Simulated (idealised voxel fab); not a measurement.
process module | voxel self aligned vias
cross-section cut | 260 nm wide | cells 5 nm
A cross-section is a grid of square cells, given in bands from the top down. A band is one or more rows of cells.
Each band's line starts with the height of the band's top and of its bottom, in nm. Then come its materials from left to right, each with its width in nm. One material with "throughout" fills the band from edge to edge. "air" is empty space.
Height 0 is the level under which the wafer as received is all one material. The lowest band goes on downwards, as in "0 down".
A width such as "30 to 40" changes by the same amount from each row of cells to the next, from the band's top row to its bottom row.
"no change" after a step means that no cell of the cross-section changed.
closed voids: empty space of 8 cells or more with no open way to the top, each as width x height at its distance from the left edge, in nm
after a step's settings: what the simulator itself notes on the step
overlay nm, on a step with a mask: how far to the right of its planned place the mask lay; to the left if negative
plan
1 op RECEIVE | material Si
2 op CONFORMAL_DEP | material SiO2 | thk nm 15
3 op CONFORMAL_DEP | material SiCN | thk nm 5
4 op DIRECTIONAL_DEP | material lowk | thk nm 20
5 op PATTERN | tone open | mask id LINES | material resist | width nm 20 | pitch nm 60 | thk nm 15 | overlay nm 0
6 op DIRECTIONAL_ETCH | etch materials lowk | depth nm 20
7 op STRIP | etch materials resist
8 op CONFORMAL_DEP | material TiN | thk nm 5
9 op FILL_DEP | material Ru | thk nm 10
10 op CMP | height nm 40
11 op SELECTIVE_ETCH | etch materials W Ru TiN | depth nm 10
12 op FILL_DEP | material SiN | thk nm 5
13 op CMP | height nm 40
14 op DIRECTIONAL_DEP | material lowk | thk nm 20
15 op MASKED_ETCH | tone open | mask id VIAS | width nm 40 | etch materials lowk | depth nm 20 | overlay nm 0
16 op MASKED_ETCH | tone open | mask id VIAS | width nm 40 | etch materials SiN | depth nm 10 | overlay nm 0
17 op CONFORMAL_DEP | material TiN | thk nm 5
18 op FILL_DEP | material Cu | thk nm 10
19 op CMP | height nm 60
20 op CONFORMAL_DEP | material SiCN | thk nm 5
first wafer, as planned
as received, after step 1
  0 down: Si throughout
  closed voids: none
after step 2
  15 to 0: SiO2 throughout
  below 0: unchanged
after step 3
  20 to 15: SiCN throughout
  below 15: unchanged
after step 4
  40 to 20: lowk throughout
  below 20: unchanged
after step 5
  55 to 40: resist 90 | air 20 | resist 40 | air 20 | resist 90
  below 40: unchanged
after step 6
  55 to 40: resist 90 | air 20 | resist 40 | air 20 | resist 90
  40 to 20: lowk 90 | air 20 | lowk 40 | air 20 | lowk 90
  below 20: unchanged
after step 7
  40 to 20: lowk 90 | air 20 | lowk 40 | air 20 | lowk 90
  below 20: unchanged
after step 8
  45 to 40: TiN 95 | air 10 | TiN 50 | air 10 | TiN 95
  40 to 25: lowk 90 | TiN 5 | air 10 | TiN 5 | lowk 40 | TiN 5 | air 10 | TiN 5 | lowk 90
  25 to 20: lowk 90 | TiN 20 | lowk 40 | TiN 20 | lowk 90
  below 20: unchanged
after step 9
  55 to 45: Ru throughout
  45 to 40: TiN 95 | Ru 10 | TiN 50 | Ru 10 | TiN 95
  40 to 25: lowk 90 | TiN 5 | Ru 10 | TiN 5 | lowk 40 | TiN 5 | Ru 10 | TiN 5 | lowk 90
  below 25: unchanged
after step 10
  40 to 25: lowk 90 | TiN 5 | Ru 10 | TiN 5 | lowk 40 | TiN 5 | Ru 10 | TiN 5 | lowk 90
  below 25: unchanged
after step 11
  40 to 30: lowk 90 | air 20 | lowk 40 | air 20 | lowk 90
  below 30: unchanged
after step 12
  45 to 40: SiN throughout
  40 to 30: lowk 90 | SiN 20 | lowk 40 | SiN 20 | lowk 90
  below 30: unchanged
after step 13
  40 to 30: lowk 90 | SiN 20 | lowk 40 | SiN 20 | lowk 90
  below 30: unchanged
after step 14
  60 to 40: lowk throughout
  below 40: unchanged
after step 15
  60 to 40: lowk 80 | air 40 | lowk 140
  below 40: unchanged
after step 16
  60 to 40: lowk 80 | air 40 | lowk 140
  40 to 30: lowk 90 | air 20 | lowk 40 | SiN 20 | lowk 90
  below 30: unchanged
after step 17
  65 to 60: TiN 85 | air 30 | TiN 145
  60 to 45: lowk 80 | TiN 5 | air 30 | TiN 5 | lowk 140
  45 to 40: lowk 80 | TiN 15 | air 10 | TiN 15 | lowk 140
  40 to 35: lowk 90 | TiN 5 | air 10 | TiN 5 | lowk 40 | SiN 20 | lowk 90
  35 to 30: lowk 90 | TiN 20 | lowk 40 | SiN 20 | lowk 90
  below 30: unchanged
after step 18
  75 to 65: Cu throughout
  65 to 60: TiN 85 | Cu 30 | TiN 145
  60 to 45: lowk 80 | TiN 5 | Cu 30 | TiN 5 | lowk 140
  45 to 40: lowk 80 | TiN 15 | Cu 10 | TiN 15 | lowk 140
  40 to 35: lowk 90 | TiN 5 | Cu 10 | TiN 5 | lowk 40 | SiN 20 | lowk 90
  below 35: unchanged
after step 19
  60 to 45: lowk 80 | TiN 5 | Cu 30 | TiN 5 | lowk 140
  below 45: unchanged
after step 20
  65 to 60: SiCN throughout
  below 60: unchanged
second wafer: like start, like plan, one mistake. Through step 14 it matches the first wafer
when step 15 should have ended
  60 to 40: air 80 | lowk 40 | air 140
  below 40: unchanged
when step 16 should have ended: no change
when step 17 should have ended
  65 to 60: air 75 | TiN 50 | air 135
  60 to 45: air 75 | TiN 5 | lowk 40 | TiN 5 | air 135
  45 to 40: TiN 80 | lowk 40 | TiN 140
  below 40: unchanged
when step 18 should have ended
  75 to 65: Cu throughout
  65 to 60: Cu 75 | TiN 50 | Cu 135
  60 to 45: Cu 75 | TiN 5 | lowk 40 | TiN 5 | Cu 135
  below 45: unchanged
when step 19 should have ended
  60 to 45: Cu 75 | TiN 5 | lowk 40 | TiN 5 | Cu 135
  below 45: unchanged
when step 20 should have ended
  65 to 60: SiCN throughout
  below 60: unchanged
what went wrong: step 15 ran as: op MASKED_ETCH | tone cover | mask id VIAS | width nm 40 | etch materials lowk | depth nm 20 | overlay nm 0
at the end the second wafer has, in cells: 104 more of Cu | 8 more of SiN | 32 more of TiN | 144 fewer of lowk
